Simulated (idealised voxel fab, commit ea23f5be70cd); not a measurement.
process module | voxel wiring stack
cross-section cut | 250 nm wide | cells 5 nm
A cross-section is a grid of square cells, given in bands from the top down. A band is one or more rows of cells.
Each band's line starts with the height of the band's top and of its bottom, in nm. Then come its materials from left to right, each with its width in nm. One material with "throughout" fills the band from edge to edge. "air" is empty space.
Height 0 is the level under which the wafer as received is all one material. The lowest band goes on downwards, as in "0 down".
A width such as "30 to 40" changes by the same amount from each row of cells to the next, from the band's top row to its bottom row.
"no change" after a step means that no cell of the cross-section changed.
closed voids: empty space of 8 cells or more with no open way to the top, each as width x height at its distance from the left edge, in nm
after a step's settings: what the simulator itself notes on the step
overlay nm, on a step with a mask: how far to the right of its planned place the mask lay; to the left if negative
Each pair below shows a cross-section before one step and the cross-section after it, down to the lowest band that changed. The line under each pair gives the step between them, with its settings. The pairs can come from different runs of this module on the same starting wafer, so a pair continues from the pair above only where its "before" says so.
before
  0 down: Si throughout
  closed voids: none
after
  10 to 0: SiO2 throughout
  below 0: unchanged
  closed voids: none
the step between: op CONFORMAL_DEP | material SiO2 | thk nm 10
before: the cross-section after the pair above
after
  15 to 10: SiN throughout
  below 10: unchanged
  closed voids: none
the step between: op CONFORMAL_DEP | material SiN | thk nm 5
before: the cross-section after the pair above
after
  35 to 15: lowk throughout
  below 15: unchanged
  closed voids: none
the step between: op DIRECTIONAL_DEP | material lowk | thk nm 20
before: the cross-section after the pair above
after
  50 to 35: aC throughout
  below 35: unchanged
  closed voids: none
the step between: op DIRECTIONAL_DEP | material aC | thk nm 15
before: the cross-section after the pair above
after
  80 to 50: resist 35 | air 25 | resist 25 | air 25 | resist 25 | air 25 | resist 25 | air 25 | resist 40
  below 50: unchanged
  closed voids: none
the step between: op PATTERN | tone open | mask id METAL_1 | material resist | width nm 25 | pitch nm 50 | thk nm 30 | overlay nm 0
before: the cross-section after the pair above
after
  65 to 50: resist 35 | air 25 | resist 25 | air 25 | resist 25 | air 25 | resist 25 | air 25 | resist 40
  50 to 35: aC 35 | air 25 | aC 25 | air 25 | aC 25 | air 25 | aC 25 | air 25 | aC 40
  below 35: unchanged
  closed voids: none
the step between: op DIRECTIONAL_ETCH | etch materials aC | depth nm 15
before: the cross-section after the pair above
after
  50 to 35: aC 35 | air 25 | aC 25 | air 25 | aC 25 | air 25 | aC 25 | air 25 | aC 40
  below 35: unchanged
  closed voids: none
the step between: op STRIP | etch materials resist
before: the cross-section after the pair above
after
  50 to 35: aC 35 | air 25 | aC 25 | air 25 | aC 25 | air 25 | aC 25 | air 25 | aC 40
  35 to 15: lowk 35 | air 25 | lowk 25 | air 25 | lowk 25 | air 25 | lowk 25 | air 25 | lowk 40
  below 15: unchanged
  closed voids: none
the step between: op DIRECTIONAL_ETCH | etch materials lowk | depth nm 20
before: the cross-section after the pair above
after
  50 to 35: aC 35 | air 25 | aC 25 | air 25 | aC 25 | air 25 | aC 25 | air 25 | aC 40
  35 to 15: lowk 35 | air 25 | lowk 25 | air 25 | lowk 25 | air 25 | lowk 25 | air 25 | lowk 40
  15 to 10: SiN 35 | air 25 | SiN 25 | air 25 | SiN 25 | air 25 | SiN 25 | air 25 | SiN 40
  below 10: unchanged
  closed voids: none
the step between: op DIRECTIONAL_ETCH | etch materials SiN | depth nm 5
before: the cross-section after the pair above
after
  35 to 15: lowk 35 | air 25 | lowk 25 | air 25 | lowk 25 | air 25 | lowk 25 | air 25 | lowk 40
  below 15: unchanged
  closed voids: none
the step between: op STRIP | etch materials aC
before: the cross-section after the pair above
after
  40 to 35: TiN 40 | air 15 | TiN 35 | air 15 | TiN 35 | air 15 | TiN 35 | air 15 | TiN 45
  35 to 15: lowk 35 | TiN 5 | air 15 | TiN 5 | lowk 25 | TiN 5 | air 15 | TiN 5 | lowk 25 | TiN 5 | air 15 | TiN 5 | lowk 25 | TiN 5 | air 15 | TiN 5 | lowk 40
  15 to 10: SiN 35 | TiN 25 | SiN 25 | TiN 25 | SiN 25 | TiN 25 | SiN 25 | TiN 25 | SiN 40
  below 10: unchanged
  closed voids: none
the step between: op CONFORMAL_DEP | material TiN | thk nm 5
before: the cross-section after the pair above
after
  45 to 40: Cu throughout
  40 to 35: TiN 40 | Cu 15 | TiN 35 | Cu 15 | TiN 35 | Cu 15 | TiN 35 | Cu 15 | TiN 45
  35 to 15: lowk 35 | TiN 5 | Cu 15 | TiN 5 | lowk 25 | TiN 5 | Cu 15 | TiN 5 | lowk 25 | TiN 5 | Cu 15 | TiN 5 | lowk 25 | TiN 5 | Cu 15 | TiN 5 | lowk 40
  below 15: unchanged
  closed voids: none
the step between: op FILL_DEP | material Cu | thk nm 5
before: the cross-section after the pair above
after
  35 to 15: lowk 35 | TiN 5 | Cu 15 | TiN 5 | lowk 25 | TiN 5 | Cu 15 | TiN 5 | lowk 25 | TiN 5 | Cu 15 | TiN 5 | lowk 25 | TiN 5 | Cu 15 | TiN 5 | lowk 40
  below 15: unchanged
  closed voids: none
the step between: op CMP | height nm 35
before: the cross-section after the pair above
after
  40 to 35: SiCN throughout
  below 35: unchanged
  closed voids: none
the step between: op CONFORMAL_DEP | material SiCN | thk nm 5
before: the cross-section after the pair above
after
  65 to 40: lowk throughout
  below 40: unchanged
  closed voids: none
the step between: op DIRECTIONAL_DEP | material lowk | thk nm 25
before: the cross-section after the pair above
after
  80 to 65: aC throughout
  below 65: unchanged
  closed voids: none
the step between: op DIRECTIONAL_DEP | material aC | thk nm 15
before: the cross-section after the pair above
after
  115 to 80: resist 35 | air 15 | resist 85 | air 15 | resist 100
  below 80: unchanged
  closed voids: none
the step between: op PATTERN | tone open | mask id METAL_2_HOLES | material resist | width nm 15 | pitch nm 100 | thk nm 35 | overlay nm 0
before: the cross-section after the pair above
after
  100 to 80: resist 35 | air 15 | resist 85 | air 15 | resist 100
  80 to 65: aC 35 | air 15 | aC 85 | air 15 | aC 100
  below 65: unchanged
  closed voids: none
the step between: op DIRECTIONAL_ETCH | etch materials aC | depth nm 15
before: the cross-section after the pair above
after
  80 to 65: aC 35 | air 15 | aC 85 | air 15 | aC 100
  below 65: unchanged
  closed voids: none
the step between: op STRIP | etch materials resist
before: the cross-section after the pair above
after
  80 to 65: aC 35 | air 15 | aC 85 | air 15 | aC 100
  65 to 40: lowk 35 | air 15 | lowk 85 | air 15 | lowk 100
  below 40: unchanged
  closed voids: none
the step between: op DIRECTIONAL_ETCH | etch materials lowk | depth nm 25
before: the cross-section after the pair above
after
  65 to 40: lowk 35 | air 15 | lowk 85 | air 15 | lowk 100
  below 40: unchanged
  closed voids: none
the step between: op STRIP | etch materials aC
before: the cross-section after the pair above
after
  80 to 65: resist 35 | air 25 | resist 25 | air 25 | resist 25 | air 25 | resist 25 | air 25 | resist 40
  below 65: unchanged
  closed voids: none
the step between: op PATTERN | tone open | mask id METAL_2 | material resist | width nm 25 | pitch nm 50 | thk nm 15 | overlay nm 0
before: the cross-section after the pair above
after
  80 to 65: resist 35 | air 25 | resist 25 | air 25 | resist 25 | air 25 | resist 25 | air 25 | resist 40
  65 to 50: lowk 35 | air 25 | lowk 25 | air 25 | lowk 25 | air 25 | lowk 25 | air 25 | lowk 40
  below 50: unchanged
  closed voids: none
the step between: op DIRECTIONAL_ETCH | etch materials lowk | depth nm 15
before: the cross-section after the pair above
after
  80 to 65: resist 35 | air 25 | resist 25 | air 25 | resist 25 | air 25 | resist 25 | air 25 | resist 40
  65 to 50: lowk 35 | air 25 | lowk 25 | air 25 | lowk 25 | air 25 | lowk 25 | air 25 | lowk 40
  50 to 40: lowk 35 | air 15 | lowk 85 | air 15 | lowk 100
  40 to 35: SiCN 35 | air 15 | SiCN 85 | air 15 | SiCN 100
  below 35: unchanged
  closed voids: none
the step between: op DIRECTIONAL_ETCH | etch materials SiCN | depth nm 5
before: the cross-section after the pair above
after
  65 to 50: lowk 35 | air 25 | lowk 25 | air 25 | lowk 25 | air 25 | lowk 25 | air 25 | lowk 40
  below 50: unchanged
  closed voids: none
the step between: op STRIP | etch materials resist
before: the cross-section after the pair above
after
  70 to 65: TiN 40 | air 15 | TiN 35 | air 15 | TiN 35 | air 15 | TiN 35 | air 15 | TiN 45
  65 to 55: lowk 35 | TiN 5 | air 15 | TiN 5 | lowk 25 | TiN 5 | air 15 | TiN 5 | lowk 25 | TiN 5 | air 15 | TiN 5 | lowk 25 | TiN 5 | air 15 | TiN 5 | lowk 40
  55 to 50: lowk 35 | TiN 5 | air 5 | TiN 15 | lowk 25 | TiN 25 | lowk 25 | TiN 5 | air 5 | TiN 15 | lowk 25 | TiN 25 | lowk 40
  50 to 40: lowk 35 | TiN 5 | air 5 | TiN 5 | lowk 85 | TiN 5 | air 5 | TiN 5 | lowk 100
  40 to 35: SiCN 35 | TiN 15 | SiCN 85 | TiN 15 | SiCN 100
  below 35: unchanged
  closed voids: none
the step between: op CONFORMAL_DEP | material TiN | thk nm 5
before: the cross-section after the pair above
after
  75 to 70: Ru throughout
  70 to 65: TiN 40 | Ru 15 | TiN 35 | Ru 15 | TiN 35 | Ru 15 | TiN 35 | Ru 15 | TiN 45
  65 to 55: lowk 35 | TiN 5 | Ru 15 | TiN 5 | lowk 25 | TiN 5 | Ru 15 | TiN 5 | lowk 25 | TiN 5 | Ru 15 | TiN 5 | lowk 25 | TiN 5 | Ru 15 | TiN 5 | lowk 40
  55 to 50: lowk 35 | TiN 5 | Ru 5 | TiN 15 | lowk 25 | TiN 25 | lowk 25 | TiN 5 | Ru 5 | TiN 15 | lowk 25 | TiN 25 | lowk 40
  50 to 40: lowk 35 | TiN 5 | Ru 5 | TiN 5 | lowk 85 | TiN 5 | Ru 5 | TiN 5 | lowk 100
  below 40: unchanged
  closed voids: none
the step between: op FILL_DEP | material Ru | thk nm 5
before: the cross-section after the pair above
after
  65 to 55: lowk 35 | TiN 5 | Ru 15 | TiN 5 | lowk 25 | TiN 5 | Ru 15 | TiN 5 | lowk 25 | TiN 5 | Ru 15 | TiN 5 | lowk 25 | TiN 5 | Ru 15 | TiN 5 | lowk 40
  below 55: unchanged
  closed voids: none
the step between: op CMP | height nm 65
before: the cross-section after the pair above
after
  70 to 65: SiCN throughout
  below 65: unchanged
  closed voids: none
the step between: op CONFORMAL_DEP | material SiCN | thk nm 5
before: the cross-section after the pair above
after
  105 to 70: lowk throughout
  below 70: unchanged
  closed voids: none
the step between: op DIRECTIONAL_DEP | material lowk | thk nm 35
before: the cross-section after the pair above
after
  120 to 105: aC throughout
  below 105: unchanged
  closed voids: none
the step between: op DIRECTIONAL_DEP | material aC | thk nm 15
before: the cross-section after the pair above
after
  150 to 120: resist 35 | air 25 | resist 25 | air 25 | resist 25 | air 25 | resist 25 | air 25 | resist 40
  below 120: unchanged
  closed voids: none
the step between: op PATTERN | tone open | mask id METAL_3 | material resist | width nm 25 | pitch nm 50 | thk nm 30 | overlay nm 0
before: the cross-section after the pair above
after
  135 to 120: resist 35 | air 25 | resist 25 | air 25 | resist 25 | air 25 | resist 25 | air 25 | resist 40
  120 to 105: aC 35 | air 25 | aC 25 | air 25 | aC 25 | air 25 | aC 25 | air 25 | aC 40
  below 105: unchanged
  closed voids: none
the step between: op DIRECTIONAL_ETCH | etch materials aC | depth nm 15
before: the cross-section after the pair above
after
  120 to 105: aC 35 | air 25 | aC 25 | air 25 | aC 25 | air 25 | aC 25 | air 25 | aC 40
  below 105: unchanged
  closed voids: none
the step between: op STRIP | etch materials resist
before: the cross-section after the pair above
after
  120 to 105: aC 35 | air 25 | aC 25 | air 25 | aC 25 | air 25 | aC 25 | air 25 | aC 40
  105 to 85: lowk 35 | air 25 | lowk 25 | air 25 | lowk 25 | air 25 | lowk 25 | air 25 | lowk 40
  below 85: unchanged
  closed voids: none
the step between: op DIRECTIONAL_ETCH | etch materials lowk | depth nm 20
before: the cross-section after the pair above
after
  105 to 85: lowk 35 | air 25 | lowk 25 | air 25 | lowk 25 | air 25 | lowk 25 | air 25 | lowk 40
  below 85: unchanged
  closed voids: none
the step between: op STRIP | etch materials aC
before: the cross-section after the pair above
after
  105 to 85: lowk 35 | air 25 | lowk 25 | air 25 | lowk 25 | air 25 | lowk 25 | air 25 | lowk 40
  85 to 70: lowk 35 | air 15 | lowk 85 | air 15 | lowk 100
  below 70: unchanged
  closed voids: none
the step between: op MASKED_ETCH | tone open | mask id METAL_3_HOLES | width nm 15 | pitch nm 100 | etch materials lowk | depth nm 15 | overlay nm 0
before: the cross-section after the pair above
after
  105 to 85: lowk 35 | air 25 | lowk 25 | air 25 | lowk 25 | air 25 | lowk 25 | air 25 | lowk 40
  85 to 70: lowk 35 | air 15 | lowk 85 | air 15 | lowk 100
  70 to 65: SiCN 35 | air 15 | SiCN 85 | air 15 | SiCN 100
  below 65: unchanged
  closed voids: none
the step between: op MASKED_ETCH | tone open | mask id METAL_3_HOLES | width nm 15 | pitch nm 100 | etch materials SiCN | depth nm 5 | overlay nm 0
before: the cross-section after the pair above
after
  110 to 105: TiN 40 | air 15 | TiN 35 | air 15 | TiN 35 | air 15 | TiN 35 | air 15 | TiN 45
  105 to 90: lowk 35 | TiN 5 | air 15 | TiN 5 | lowk 25 | TiN 5 | air 15 | TiN 5 | lowk 25 | TiN 5 | air 15 | TiN 5 | lowk 25 | TiN 5 | air 15 | TiN 5 | lowk 40
  90 to 85: lowk 35 | TiN 5 | air 5 | TiN 15 | lowk 25 | TiN 25 | lowk 25 | TiN 5 | air 5 | TiN 15 | lowk 25 | TiN 25 | lowk 40
  85 to 70: lowk 35 | TiN 5 | air 5 | TiN 5 | lowk 85 | TiN 5 | air 5 | TiN 5 | lowk 100
  70 to 65: SiCN 35 | TiN 15 | SiCN 85 | TiN 15 | SiCN 100
  below 65: unchanged
  closed voids: none
the step between: op CONFORMAL_DEP | material TiN | thk nm 5
before: the cross-section after the pair above
after
  120 to 110: Cu throughout
  110 to 105: TiN 40 | Cu 15 | TiN 35 | Cu 15 | TiN 35 | Cu 15 | TiN 35 | Cu 15 | TiN 45
  105 to 90: lowk 35 | TiN 5 | Cu 15 | TiN 5 | lowk 25 | TiN 5 | Cu 15 | TiN 5 | lowk 25 | TiN 5 | Cu 15 | TiN 5 | lowk 25 | TiN 5 | Cu 15 | TiN 5 | lowk 40
  90 to 85: lowk 35 | TiN 5 | Cu 5 | TiN 15 | lowk 25 | TiN 25 | lowk 25 | TiN 5 | Cu 5 | TiN 15 | lowk 25 | TiN 25 | lowk 40
  85 to 70: lowk 35 | TiN 5 | Cu 5 | TiN 5 | lowk 85 | TiN 5 | Cu 5 | TiN 5 | lowk 100
  below 70: unchanged
  closed voids: none
the step between: op FILL_DEP | material Cu | thk nm 10
before: the cross-section after the pair above
after
  105 to 90: lowk 35 | TiN 5 | Cu 15 | TiN 5 | lowk 25 | TiN 5 | Cu 15 | TiN 5 | lowk 25 | TiN 5 | Cu 15 | TiN 5 | lowk 25 | TiN 5 | Cu 15 | TiN 5 | lowk 40
  below 90: unchanged
  closed voids: none
the step between: op CMP | height nm 105
before: the cross-section after the pair above
after
  110 to 105: SiCN throughout
  below 105: unchanged
  closed voids: none
the step between: op CONFORMAL_DEP | material SiCN | thk nm 5
before: the cross-section after the pair above
after
  145 to 110: SiO2 throughout
  below 110: unchanged
  closed voids: none
the step between: op DIRECTIONAL_DEP | material SiO2 | thk nm 35
before: the cross-section after the pair above
after
  165 to 145: resist 35 | air 25 | resist 25 | air 25 | resist 25 | air 25 | resist 25 | air 25 | resist 40
  below 145: unchanged
  closed voids: none
the step between: op PATTERN | tone open | mask id METAL_4 | material resist | width nm 25 | pitch nm 50 | thk nm 20 | overlay nm 0
before: the cross-section after the pair above
after
  165 to 145: resist 35 | air 25 | resist 25 | air 25 | resist 25 | air 25 | resist 25 | air 25 | resist 40
  145 to 125: SiO2 35 | air 25 | SiO2 25 | air 25 | SiO2 25 | air 25 | SiO2 25 | air 25 | SiO2 40
  below 125: unchanged
  closed voids: none
the step between: op DIRECTIONAL_ETCH | etch materials SiO2 | depth nm 20
before: the cross-section after the pair above
after
  145 to 125: SiO2 35 | air 25 | SiO2 25 | air 25 | SiO2 25 | air 25 | SiO2 25 | air 25 | SiO2 40
  below 125: unchanged
  closed voids: none
the step between: op STRIP | etch materials resist
before: the cross-section after the pair above
after
  145 to 125: SiO2 35 | air 25 | SiO2 25 | air 25 | SiO2 25 | air 25 | SiO2 25 | air 25 | SiO2 40
  125 to 110: SiO2 35 | air 15 | SiO2 35 | air 15 | SiO2 35 | air 15 | SiO2 35 | air 15 | SiO2 50
  below 110: unchanged
  closed voids: none
the step between: op MASKED_ETCH | tone open | mask id METAL_4_HOLES | width nm 15 | pitch nm 50 | etch materials SiO2 | depth nm 15 | overlay nm 0
before: the cross-section after the pair above
after
  145 to 125: SiO2 35 | air 25 | SiO2 25 | air 25 | SiO2 25 | air 25 | SiO2 25 | air 25 | SiO2 40
  125 to 110: SiO2 35 | air 15 | SiO2 35 | air 15 | SiO2 35 | air 15 | SiO2 35 | air 15 | SiO2 50
  110 to 105: SiCN 35 | air 15 | SiCN 35 | air 15 | SiCN 35 | air 15 | SiCN 35 | air 15 | SiCN 50
  below 105: unchanged
  closed voids: none
the step between: op MASKED_ETCH | tone open | mask id METAL_4_HOLES | width nm 15 | pitch nm 50 | etch materials SiCN | depth nm 5 | overlay nm 0
before: the cross-section after the pair above
after
  150 to 145: TiN 40 | air 15 | TiN 35 | air 15 | TiN 35 | air 15 | TiN 35 | air 15 | TiN 45
  145 to 130: SiO2 35 | TiN 5 | air 15 | TiN 5 | SiO2 25 | TiN 5 | air 15 | TiN 5 | SiO2 25 | TiN 5 | air 15 | TiN 5 | SiO2 25 | TiN 5 | air 15 | TiN 5 | SiO2 40
  130 to 125: SiO2 35 | TiN 5 | air 5 | TiN 15 | SiO2 25 | TiN 5 | air 5 | TiN 15 | SiO2 25 | TiN 5 | air 5 | TiN 15 | SiO2 25 | TiN 5 | air 5 | TiN 15 | SiO2 40
  125 to 110: SiO2 35 | TiN 5 | air 5 | TiN 5 | SiO2 35 | TiN 5 | air 5 | TiN 5 | SiO2 35 | TiN 5 | air 5 | TiN 5 | SiO2 35 | TiN 5 | air 5 | TiN 5 | SiO2 50
  110 to 105: SiCN 35 | TiN 15 | SiCN 35 | TiN 15 | SiCN 35 | TiN 15 | SiCN 35 | TiN 15 | SiCN 50
  below 105: unchanged
  closed voids: none
the step between: op CONFORMAL_DEP | material TiN | thk nm 5
before: the cross-section after the pair above
after
  160 to 150: Cu throughout
  150 to 145: TiN 40 | Cu 15 | TiN 35 | Cu 15 | TiN 35 | Cu 15 | TiN 35 | Cu 15 | TiN 45
  145 to 130: SiO2 35 | TiN 5 | Cu 15 | TiN 5 | SiO2 25 | TiN 5 | Cu 15 | TiN 5 | SiO2 25 | TiN 5 | Cu 15 | TiN 5 | SiO2 25 | TiN 5 | Cu 15 | TiN 5 | SiO2 40
  130 to 125: SiO2 35 | TiN 5 | Cu 5 | TiN 15 | SiO2 25 | TiN 5 | Cu 5 | TiN 15 | SiO2 25 | TiN 5 | Cu 5 | TiN 15 | SiO2 25 | TiN 5 | Cu 5 | TiN 15 | SiO2 40
  125 to 110: SiO2 35 | TiN 5 | Cu 5 | TiN 5 | SiO2 35 | TiN 5 | Cu 5 | TiN 5 | SiO2 35 | TiN 5 | Cu 5 | TiN 5 | SiO2 35 | TiN 5 | Cu 5 | TiN 5 | SiO2 50
  below 110: unchanged
  closed voids: none
the step between: op FILL_DEP | material Cu | thk nm 10
before: the cross-section after the pair above
after
  145 to 130: SiO2 35 | TiN 5 | Cu 15 | TiN 5 | SiO2 25 | TiN 5 | Cu 15 | TiN 5 | SiO2 25 | TiN 5 | Cu 15 | TiN 5 | SiO2 25 | TiN 5 | Cu 15 | TiN 5 | SiO2 40
  below 130: unchanged
  closed voids: none
the step between: op CMP | height nm 145
before: the cross-section after the pair above
after
  150 to 145: SiCN throughout
  below 145: unchanged
  closed voids: none
the step between: op CONFORMAL_DEP | material SiCN | thk nm 5
before
  160 to 150: Cu throughout
  150 to 145: TiN 40 | Cu 15 | TiN 35 | Cu 15 | TiN 35 | Cu 15 | TiN 35 | Cu 15 | TiN 45
  145 to 130: SiO2 35 | TiN 5 | Cu 15 | TiN 5 | SiO2 25 | TiN 5 | Cu 15 | TiN 5 | SiO2 25 | TiN 5 | Cu 15 | TiN 5 | SiO2 25 | TiN 5 | Cu 15 | TiN 5 | SiO2 40
  130 to 125: SiO2 35 | TiN 5 | Cu 5 | TiN 15 | SiO2 25 | TiN 5 | Cu 5 | TiN 15 | SiO2 25 | TiN 5 | Cu 5 | TiN 15 | SiO2 25 | TiN 5 | Cu 5 | TiN 15 | SiO2 40
  125 to 110: SiO2 35 | TiN 5 | Cu 5 | TiN 5 | SiO2 35 | TiN 5 | Cu 5 | TiN 5 | SiO2 35 | TiN 5 | Cu 5 | TiN 5 | SiO2 35 | TiN 5 | Cu 5 | TiN 5 | SiO2 50
  110 to 105: SiCN 35 | TiN 15 | SiCN 35 | TiN 15 | SiCN 35 | TiN 15 | SiCN 35 | TiN 15 | SiCN 50
  105 to 90: lowk 35 | TiN 5 | Cu 15 | TiN 5 | lowk 25 | TiN 5 | Cu 15 | TiN 5 | lowk 25 | TiN 5 | Cu 15 | TiN 5 | lowk 25 | TiN 5 | Cu 15 | TiN 5 | lowk 40
  90 to 85: lowk 35 | TiN 5 | Cu 5 | TiN 15 | lowk 25 | TiN 25 | lowk 25 | TiN 5 | Cu 5 | TiN 15 | lowk 25 | TiN 25 | lowk 40
  85 to 70: lowk 35 | TiN 5 | Cu 5 | TiN 5 | lowk 85 | TiN 5 | Cu 5 | TiN 5 | lowk 100
  70 to 65: SiCN 35 | TiN 15 | SiCN 85 | TiN 15 | SiCN 100
  65 to 55: lowk 35 | TiN 5 | Ru 15 | TiN 5 | lowk 25 | TiN 5 | Ru 15 | TiN 5 | lowk 25 | TiN 5 | Ru 15 | TiN 5 | lowk 25 | TiN 5 | Ru 15 | TiN 5 | lowk 40
  55 to 50: lowk 35 | TiN 5 | Ru 5 | TiN 15 | lowk 25 | TiN 25 | lowk 25 | TiN 5 | Ru 5 | TiN 15 | lowk 25 | TiN 25 | lowk 40
  50 to 40: lowk 35 | TiN 5 | Ru 5 | TiN 5 | lowk 85 | TiN 5 | Ru 5 | TiN 5 | lowk 100
  40 to 35: SiCN 35 | TiN 15 | SiCN 85 | TiN 15 | SiCN 100
  35 to 15: lowk 35 | TiN 5 | Cu 15 | TiN 5 | lowk 25 | TiN 5 | Cu 15 | TiN 5 | lowk 25 | TiN 5 | Cu 15 | TiN 5 | lowk 25 | TiN 5 | Cu 15 | TiN 5 | lowk 40
  15 to 10: SiN 35 | TiN 25 | SiN 25 | TiN 25 | SiN 25 | TiN 25 | SiN 25 | TiN 25 | SiN 40
  10 to 0: SiO2 throughout
  0 down: Si throughout
  closed voids: none
after
  165 to 160: SiCN throughout
  below 160: unchanged
  closed voids: none
the step between: op CONFORMAL_DEP | material SiCN | thk nm 5
before
  65 to 40: lowk throughout
  40 to 35: SiCN throughout
  35 to 15: lowk 35 | TiN 5 | Cu 15 | TiN 5 | lowk 25 | TiN 5 | Cu 15 | TiN 5 | lowk 25 | TiN 5 | Cu 15 | TiN 5 | lowk 25 | TiN 5 | Cu 15 | TiN 5 | lowk 40
  15 to 10: SiN 35 | TiN 25 | SiN 25 | TiN 25 | SiN 25 | TiN 25 | SiN 25 | TiN 25 | SiN 40
  10 to 0: SiO2 throughout
  0 down: Si throughout
  closed voids: none
after
  90 to 40: lowk throughout
  below 40: unchanged
  closed voids: none
the step between: op DIRECTIONAL_DEP | material lowk | thk nm 25
before: the cross-section after the pair above
after
  105 to 90: aC throughout
  below 90: unchanged
  closed voids: none
the step between: op DIRECTIONAL_DEP | material aC | thk nm 15
before: the cross-section after the pair above
after
  140 to 105: resist 35 | air 15 | resist 85 | air 15 | resist 100
  below 105: unchanged
  closed voids: none
the step between: op PATTERN | tone open | mask id METAL_2_HOLES | material resist | width nm 15 | pitch nm 100 | thk nm 35 | overlay nm 0
before: the cross-section after the pair above
after
  125 to 105: resist 35 | air 15 | resist 85 | air 15 | resist 100
  105 to 90: aC 35 | air 15 | aC 85 | air 15 | aC 100
  below 90: unchanged
  closed voids: none
the step between: op DIRECTIONAL_ETCH | etch materials aC | depth nm 15
before: the cross-section after the pair above
after
  105 to 90: aC 35 | air 15 | aC 85 | air 15 | aC 100
  below 90: unchanged
  closed voids: none
the step between: op STRIP | etch materials resist
before: the cross-section after the pair above
after
  105 to 90: aC 35 | air 15 | aC 85 | air 15 | aC 100
  90 to 65: lowk 35 | air 15 | lowk 85 | air 15 | lowk 100
  below 65: unchanged
  closed voids: none
the step between: op DIRECTIONAL_ETCH | etch materials lowk | depth nm 25
before: the cross-section after the pair above
after
  90 to 65: lowk 35 | air 15 | lowk 85 | air 15 | lowk 100
  below 65: unchanged
  closed voids: none
the step between: op STRIP | etch materials aC
before: the cross-section after the pair above
after
  105 to 90: resist 35 | air 25 | resist 25 | air 25 | resist 25 | air 25 | resist 25 | air 25 | resist 40
  below 90: unchanged
  closed voids: none
the step between: op PATTERN | tone open | mask id METAL_2 | material resist | width nm 25 | pitch nm 50 | thk nm 15 | overlay nm 0
before: the cross-section after the pair above
after
  105 to 90: resist 35 | air 25 | resist 25 | air 25 | resist 25 | air 25 | resist 25 | air 25 | resist 40
  90 to 75: lowk 35 | air 25 | lowk 25 | air 25 | lowk 25 | air 25 | lowk 25 | air 25 | lowk 40
  75 to 50: lowk 35 | air 15 | lowk 85 | air 15 | lowk 100
  below 50: unchanged
  closed voids: none
the step between: op DIRECTIONAL_ETCH | etch materials lowk | depth nm 15
before: the cross-section after the pair above
after
  90 to 75: lowk 35 | air 25 | lowk 25 | air 25 | lowk 25 | air 25 | lowk 25 | air 25 | lowk 40
  below 75: unchanged
  closed voids: none
the step between: op STRIP | etch materials resist
before: the cross-section after the pair above
after
  95 to 90: TiN 40 | air 15 | TiN 35 | air 15 | TiN 35 | air 15 | TiN 35 | air 15 | TiN 45
  90 to 80: lowk 35 | TiN 5 | air 15 | TiN 5 | lowk 25 | TiN 5 | air 15 | TiN 5 | lowk 25 | TiN 5 | air 15 | TiN 5 | lowk 25 | TiN 5 | air 15 | TiN 5 | lowk 40
  80 to 75: lowk 35 | TiN 5 | air 5 | TiN 15 | lowk 25 | TiN 25 | lowk 25 | TiN 5 | air 5 | TiN 15 | lowk 25 | TiN 25 | lowk 40
  75 to 55: lowk 35 | TiN 5 | air 5 | TiN 5 | lowk 85 | TiN 5 | air 5 | TiN 5 | lowk 100
  55 to 50: lowk 35 | TiN 15 | lowk 85 | TiN 15 | lowk 100
  below 50: unchanged
  closed voids: none
the step between: op CONFORMAL_DEP | material TiN | thk nm 5
before: the cross-section after the pair above
after
  100 to 95: Ru throughout
  95 to 90: TiN 40 | Ru 15 | TiN 35 | Ru 15 | TiN 35 | Ru 15 | TiN 35 | Ru 15 | TiN 45
  90 to 80: lowk 35 | TiN 5 | Ru 15 | TiN 5 | lowk 25 | TiN 5 | Ru 15 | TiN 5 | lowk 25 | TiN 5 | Ru 15 | TiN 5 | lowk 25 | TiN 5 | Ru 15 | TiN 5 | lowk 40
  80 to 75: lowk 35 | TiN 5 | Ru 5 | TiN 15 | lowk 25 | TiN 25 | lowk 25 | TiN 5 | Ru 5 | TiN 15 | lowk 25 | TiN 25 | lowk 40
  75 to 55: lowk 35 | TiN 5 | Ru 5 | TiN 5 | lowk 85 | TiN 5 | Ru 5 | TiN 5 | lowk 100
  below 55: unchanged
  closed voids: none
the step between: op FILL_DEP | material Ru | thk nm 5
before: the cross-section after the pair above
after
  65 to 55: lowk 35 | TiN 5 | Ru 5 | TiN 5 | lowk 85 | TiN 5 | Ru 5 | TiN 5 | lowk 100
  below 55: unchanged
  closed voids: none
the step between: op CMP | height nm 65
before: the cross-section after the pair above
after
  70 to 65: SiCN throughout
  below 65: unchanged
  closed voids: none
the step between: op CONFORMAL_DEP | material SiCN | thk nm 5
before: the cross-section after the pair above
after
  105 to 70: lowk throughout
  below 70: unchanged
  closed voids: none
the step between: op DIRECTIONAL_DEP | material lowk | thk nm 35
before: the cross-section after the pair above
after
  120 to 105: aC throughout
  below 105: unchanged
  closed voids: none
the step between: op DIRECTIONAL_DEP | material aC | thk nm 15
before: the cross-section after the pair above
after
  150 to 120: resist 35 | air 25 | resist 25 | air 25 | resist 25 | air 25 | resist 25 | air 25 | resist 40
  below 120: unchanged
  closed voids: none
the step between: op PATTERN | tone open | mask id METAL_3 | material resist | width nm 25 | pitch nm 50 | thk nm 30 | overlay nm 0
before: the cross-section after the pair above
after
  135 to 120: resist 35 | air 25 | resist 25 | air 25 | resist 25 | air 25 | resist 25 | air 25 | resist 40
  120 to 105: aC 35 | air 25 | aC 25 | air 25 | aC 25 | air 25 | aC 25 | air 25 | aC 40
  below 105: unchanged
  closed voids: none
the step between: op DIRECTIONAL_ETCH | etch materials aC | depth nm 15
before: the cross-section after the pair above
after
  120 to 105: aC 35 | air 25 | aC 25 | air 25 | aC 25 | air 25 | aC 25 | air 25 | aC 40
  below 105: unchanged
  closed voids: none
the step between: op STRIP | etch materials resist
before: the cross-section after the pair above
after
  120 to 105: aC 35 | air 25 | aC 25 | air 25 | aC 25 | air 25 | aC 25 | air 25 | aC 40
  105 to 85: lowk 35 | air 25 | lowk 25 | air 25 | lowk 25 | air 25 | lowk 25 | air 25 | lowk 40
  below 85: unchanged
  closed voids: none
the step between: op DIRECTIONAL_ETCH | etch materials lowk | depth nm 20
before: the cross-section after the pair above
after
  105 to 85: lowk 35 | air 25 | lowk 25 | air 25 | lowk 25 | air 25 | lowk 25 | air 25 | lowk 40
  below 85: unchanged
  closed voids: none
the step between: op STRIP | etch materials aC
before: the cross-section after the pair above
after
  105 to 85: lowk 35 | air 25 | lowk 25 | air 25 | lowk 25 | air 25 | lowk 25 | air 25 | lowk 40
  85 to 70: lowk 35 | air 15 | lowk 85 | air 15 | lowk 100
  below 70: unchanged
  closed voids: none
the step between: op MASKED_ETCH | tone open | mask id METAL_3_HOLES | width nm 15 | pitch nm 100 | etch materials lowk | depth nm 15 | overlay nm 0
